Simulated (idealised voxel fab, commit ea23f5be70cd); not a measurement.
The process module that follows is named voxel spacer lines.
FYI the section here is cut, 165 nm wide, cells are 5 nm squares.
Each cross-section below is a grid of square cells, stated as bands in top-down order, with one or more rows of cells making up each band. Top height, bottom height, nm. Materials left to right, width each, nm. Single material + "full width" = fills band edge to edge. "air" = empty. Convention: height 0 is the level below which the wafer, as received, is all one material. The lowest band does not terminate at the bottom but continues downward, represented as "from 0 down". A width given as "30..40" starts at the first number in the band's top row and ends at the second number in its bottom row, shifting by an equal amount at every step from row to row. The cross-section has no changed cell in any step marked "no modification". "Entrapped void list": sealed empty spaces, 8 cells or more, no open way to top, listed width x height at distance, with distance from the left edge and width, height and distance in nm. Where a step's line continues beyond its settings, the continuation is a remark by the simulator itself on that step. overlay nm: how far to the right of its planned place the mask lay on this masked step (negative: to the left).
-- The process steps that were planned are listed below
| 1 | RECEIVE (material Si) |
| 2 | CONFORMAL_DEP (material SiO2; thk nm 5) |
| 3 | DIRECTIONAL_DEP (material W; thk nm 20) |
| 4 | DIRECTIONAL_DEP (material polySi; thk nm 30) |
| 5 | PATTERN (tone cover; mask id MANDREL; material resist; width nm 20; pitch nm 60; thk nm 40; overlay nm 0) |
| 6 | DIRECTIONAL_ETCH (etch materials polySi; depth nm 30) |
| 7 | STRIP (etch materials resist) |
| 8 | CONFORMAL_DEP (material SiN; thk nm 10) |
| 9 | DIRECTIONAL_ETCH (etch materials SiN; depth nm 10) |
| 10 | STRIP (etch materials polySi) |
| 11 | DIRECTIONAL_ETCH (etch materials W; depth nm 20) |
| 12 | STRIP (etch materials SiN) |
-- This is the cross-section of the wafer as we received it, i.e. after step 1
from 0 down  Si full width
Entrapped void list: none
-- first wafer at the end, as planned
from 25 to 5  air 30  W 10  air 20  W 10  air 20  W 10  air 20  W 10  air 35
from 5 to 0  SiO2 full width
from 0 down  Si full width
Entrapped void list: none
-- Wafer two cross-section, module end. Start and plan unchanged from wafer one; one mistake made during the run
from 25 to 0  SiO2 full width
from 0 down  Si full width
Entrapped void list: none
It is concluded that the wafer was processed incorrectly with respect to the plan, in that for step 3, the planned setting was not used; the step was instead run as DIRECTIONAL_DEP (material SiO2; thk nm 20)
Wrapping up, a cell-based count of both wafers puts the second over or under the first for these materials: +132 SiO2; -32 W
